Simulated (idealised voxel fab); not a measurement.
The name of this process module is voxel gate over fins.
It is cross-section cut that appears here, measuring 290 nm in width, its square cells being 5 nm in size.
Format of a cross-section: grid, square cells. Given as bands. Order: top down. Band: one or more rows of cells. Each band's line starts with the height of the band's top and of its bottom, in nm. Then come its materials from left to right, each with its width in nm. One material with "full width" fills the band from edge to edge. "air" is empty space. Measure heights from 0. That's the level where, below it, the as-received wafer is all one material. The lowest band is bottomless and extends downward; write it as in "0 down". Read "30->40" as a graded width: first number on top, second number at the bottom, same change between each pair of neighbouring rows. The designation "everything unchanged", where it is given for a processing step, indicates that no cell of the cross-section was altered in the course of that step. The label "Sealed internal voids" introduces a list of the empty spaces, 8 cells or larger, that have no open way up to the top; each entry in it reads width x height at distance, where the distance is taken from the left edge and all three are stated in nm. That trailing text on a step's line, after the settings, is the simulator's own remark on the step. "overlay nm", when on a step's line for a step with a mask, measures how far to the right of its planned place the mask lay; a negative measure means to the left.
Planned process steps
1: RECEIVE with material Si
2: CONFORMAL_DEP with material SiN, thk nm 5
3: DIRECTIONAL_DEP with material aC, thk nm 10
4: PATTERN with tone cover, mask id FINS, material resist, width nm 15, pitch nm 55, thk nm 30, overlay nm 0
5: DIRECTIONAL_ETCH with etch materials aC, depth nm 10
6: STRIP with etch materials resist
7: DIRECTIONAL_ETCH with etch materials SiN, depth nm 5
8: DIRECTIONAL_ETCH with etch materials Si, depth nm 35
9: STRIP with etch materials aC
10: FILL_DEP with material SiO2, thk nm 15
11: CMP with height nm 5
12: DIRECTIONAL_DEP with material aC, thk nm 15
13: PATTERN with tone open, mask id RAIL, material resist, width nm 15, thk nm 35, overlay nm 0
14: DIRECTIONAL_ETCH with etch materials aC, depth nm 15
15: STRIP with etch materials resist
16: DIRECTIONAL_ETCH with etch materials SiO2, depth nm 35
17: STRIP with etch materials aC
18: CONFORMAL_DEP with material TiN, thk nm 5
19: FILL_DEP with material Ru, thk nm 5
20: CMP with height nm 5
21: SELECTIVE_ETCH with etch materials W Ru TiN, depth nm 20
22: FILL_DEP with material SiO2, thk nm 5
23: CMP with height nm 5
24: SELECTIVE_ETCH with etch materials SiO2, depth nm 15
25: STRIP with etch materials SiN
26: CONFORMAL_DEP with material HfO2, thk nm 5
27: CONFORMAL_DEP with material TiN, thk nm 5
28: CONFORMAL_DEP with material TiAl, thk nm 5
29: CONFORMAL_DEP with material TiN, thk nm 5
30: FILL_DEP with material W, thk nm 15
31: CMP with height nm 30
32: CONFORMAL_DEP with material SiCN, thk nm 10
Run as planned: first of two wafers
Here's what the wafer looked like in cross-section when it arrived - that's after step 1
    0 down: Si full width
    Sealed internal voids: none
You're looking at a cross-section of the wafer after step 2
    5 to 0: SiN full width
    below 0: unchanged
You're looking at a cross-section of the wafer after step 3
    15 to 5: aC full width
    below 5: unchanged
You're looking at a cross-section of the wafer after step 4
    45 to 15: air 110; resist 15; air 40; resist 15; air 110
    below 15: unchanged
You're looking at a cross-section of the wafer after step 5
    35 to 15: air 110; resist 15; air 40; resist 15; air 110
    15 to 5: air 110; aC 15; air 40; aC 15; air 110
    below 5: unchanged
You're looking at a cross-section of the wafer after step 6
    15 to 5: air 110; aC 15; air 40; aC 15; air 110
    below 5: unchanged
You're looking at a cross-section of the wafer after step 7
    15 to 5: air 110; aC 15; air 40; aC 15; air 110
    5 to 0: air 110; SiN 15; air 40; SiN 15; air 110
    below 0: unchanged
You're looking at a cross-section of the wafer after step 8
    15 to 5: air 110; aC 15; air 40; aC 15; air 110
    5 to 0: air 110; SiN 15; air 40; SiN 15; air 110
    0 to -35: air 110; Si 15; air 40; Si 15; air 110
    below -35: unchanged
You're looking at a cross-section of the wafer after step 9
    5 to 0: air 110; SiN 15; air 40; SiN 15; air 110
    below 0: unchanged
You're looking at a cross-section of the wafer after step 10
    20 to 5: SiO2 full width
    5 to 0: SiO2 110; SiN 15; SiO2 40; SiN 15; SiO2 110
    0 to -35: SiO2 110; Si 15; SiO2 40; Si 15; SiO2 110
    below -35: unchanged
You're looking at a cross-section of the wafer after step 11
    5 to 0: SiO2 110; SiN 15; SiO2 40; SiN 15; SiO2 110
    below 0: unchanged
You're looking at a cross-section of the wafer after step 12
    20 to 5: aC full width
    below 5: unchanged
You're looking at a cross-section of the wafer after step 13
    55 to 20: resist 135; air 15; resist 140
    below 20: unchanged
You're looking at a cross-section of the wafer after step 14
    40 to 20: resist 135; air 15; resist 140
    20 to 5: aC 135; air 15; aC 140
    below 5: unchanged
You're looking at a cross-section of the wafer after step 15
    20 to 5: aC 135; air 15; aC 140
    below 5: unchanged
You're looking at a cross-section of the wafer after step 16
    20 to 5: aC 135; air 15; aC 140
    5 to 0: SiO2 110; SiN 15; SiO2 10; air 15; SiO2 15; SiN 15; SiO2 110
    0 to -30: SiO2 110; Si 15; SiO2 10; air 15; SiO2 15; Si 15; SiO2 110
    below -30: unchanged
You're looking at a cross-section of the wafer after step 17
    5 to 0: SiO2 110; SiN 15; SiO2 10; air 15; SiO2 15; SiN 15; SiO2 110
    below 0: unchanged
You're looking at a cross-section of the wafer after step 18
    10 to 5: TiN 140; air 5; TiN 145
    5 to 0: SiO2 110; SiN 15; SiO2 10; TiN 5; air 5; TiN 5; SiO2 15; SiN 15; SiO2 110
    0 to -25: SiO2 110; Si 15; SiO2 10; TiN 5; air 5; TiN 5; SiO2 15; Si 15; SiO2 110
    -25 to -30: SiO2 110; Si 15; SiO2 10; TiN 15; SiO2 15; Si 15; SiO2 110
    below -30: unchanged
You're looking at a cross-section of the wafer after step 19
    15 to 10: Ru full width
    10 to 5: TiN 140; Ru 5; TiN 145
    5 to 0: SiO2 110; SiN 15; SiO2 10; TiN 5; Ru 5; TiN 5; SiO2 15; SiN 15; SiO2 110
    0 to -25: SiO2 110; Si 15; SiO2 10; TiN 5; Ru 5; TiN 5; SiO2 15; Si 15; SiO2 110
    below -25: unchanged
You're looking at a cross-section of the wafer after step 20
    5 to 0: SiO2 110; SiN 15; SiO2 10; TiN 5; Ru 5; TiN 5; SiO2 15; SiN 15; SiO2 110
    below 0: unchanged
You're looking at a cross-section of the wafer after step 21
    5 to 0: SiO2 110; SiN 15; SiO2 10; air 15; SiO2 15; SiN 15; SiO2 110
    0 to -15: SiO2 110; Si 15; SiO2 10; air 15; SiO2 15; Si 15; SiO2 110
    below -15: unchanged
You're looking at a cross-section of the wafer after step 22
    10 to 5: SiO2 full width
    5 to 0: SiO2 110; SiN 15; SiO2 40; SiN 15; SiO2 110
    0 to -15: SiO2 110; Si 15; SiO2 40; Si 15; SiO2 110
    below -15: unchanged
You're looking at a cross-section of the wafer after step 23
    5 to 0: SiO2 110; SiN 15; SiO2 40; SiN 15; SiO2 110
    below 0: unchanged
You're looking at a cross-section of the wafer after step 24
    5 to 0: air 110; SiN 15; air 40; SiN 15; air 110
    0 to -10: air 110; Si 15; air 40; Si 15; air 110
    below -10: unchanged
You're looking at a cross-section of the wafer after step 25
    0 to -10: air 110; Si 15; air 40; Si 15; air 110
    below -10: unchanged
You're looking at a cross-section of the wafer after step 26
    5 to 0: air 105; HfO2 25; air 30; HfO2 25; air 105
    0 to -5: air 105; HfO2 5; Si 15; HfO2 5; air 30; HfO2 5; Si 15; HfO2 5; air 105
    -5 to -10: HfO2 110; Si 15; HfO2 40; Si 15; HfO2 110
    below -10: unchanged
You're looking at a cross-section of the wafer after step 27
    10 to 5: air 100; TiN 35; air 20; TiN 35; air 100
    5 to 0: air 100; TiN 5; HfO2 25; TiN 5; air 20; TiN 5; HfO2 25; TiN 5; air 100
    0 to -5: TiN 105; HfO2 5; Si 15; HfO2 5; TiN 30; HfO2 5; Si 15; HfO2 5; TiN 105
    below -5: unchanged
You're looking at a cross-section of the wafer after step 28
    15 to 10: air 95; TiAl 45; air 10; TiAl 45; air 95
    10 to 5: air 95; TiAl 5; TiN 35; TiAl 5; air 10; TiAl 5; TiN 35; TiAl 5; air 95
    5 to 0: TiAl 100; TiN 5; HfO2 25; TiN 5; TiAl 20; TiN 5; HfO2 25; TiN 5; TiAl 100
    below 0: unchanged
You're looking at a cross-section of the wafer after step 29
    20 to 15: air 90; TiN 110; air 90
    15 to 10: air 90; TiN 5; TiAl 45; TiN 10; TiAl 45; TiN 5; air 90
    10 to 5: TiN 95; TiAl 5; TiN 35; TiAl 5; TiN 10; TiAl 5; TiN 35; TiAl 5; TiN 95
    below 5: unchanged
You're looking at a cross-section of the wafer after step 30
    35 to 20: W full width
    20 to 15: W 90; TiN 110; W 90
    15 to 10: W 90; TiN 5; TiAl 45; TiN 10; TiAl 45; TiN 5; W 90
    below 10: unchanged
You're looking at a cross-section of the wafer after step 31
    30 to 20: W full width
    below 20: unchanged
You're looking at a cross-section of the wafer after step 32
    40 to 30: SiCN full width
    below 30: unchanged
For the second wafer, take the first wafer's start and plan, then add one mistake made in running it; everything through step 25, that step included, is shared with the first
Cross-section: second wafer, time at which step 26 was scheduled to end: everything unchanged
Cross-section: second wafer, time at which step 27 was scheduled to end
    5 to 0: air 105; TiN 25; air 30; TiN 25; air 105
    0 to -5: air 105; TiN 5; Si 15; TiN 5; air 30; TiN 5; Si 15; TiN 5; air 105
    -5 to -10: TiN 110; Si 15; TiN 40; Si 15; TiN 110
    below -10: unchanged
Cross-section: second wafer, time at which step 28 was scheduled to end
    10 to 5: air 100; TiAl 35; air 20; TiAl 35; air 100
    5 to 0: air 100; TiAl 5; TiN 25; TiAl 5; air 20; TiAl 5; TiN 25; TiAl 5; air 100
    0 to -5: TiAl 105; TiN 5; Si 15; TiN 5; TiAl 30; TiN 5; Si 15; TiN 5; TiAl 105
    below -5: unchanged
Cross-section: second wafer, time at which step 29 was scheduled to end
    15 to 10: air 95; TiN 45; air 10; TiN 45; air 95
    10 to 5: air 95; TiN 5; TiAl 35; TiN 5; air 10; TiN 5; TiAl 35; TiN 5; air 95
    5 to 0: TiN 100; TiAl 5; TiN 25; TiAl 5; TiN 20; TiAl 5; TiN 25; TiAl 5; TiN 100
    below 0: unchanged
Cross-section: second wafer, time at which step 30 was scheduled to end
    30 to 15: W full width
    15 to 10: W 95; TiN 45; W 10; TiN 45; W 95
    10 to 5: W 95; TiN 5; TiAl 35; TiN 5; W 10; TiN 5; TiAl 35; TiN 5; W 95
    below 5: unchanged
Cross-section: second wafer, time at which step 31 was scheduled to end: everything unchanged
Cross-section: second wafer, time at which step 32 was scheduled to end
    40 to 30: SiCN full width
    below 30: unchanged
Where did the run depart from the plan? heads up, step 26 of the plan was skipped and never actually ran
End of process, cell counts, second wafer against first, materials with more or fewer: HfO2: 66 fewer | W: 66 more
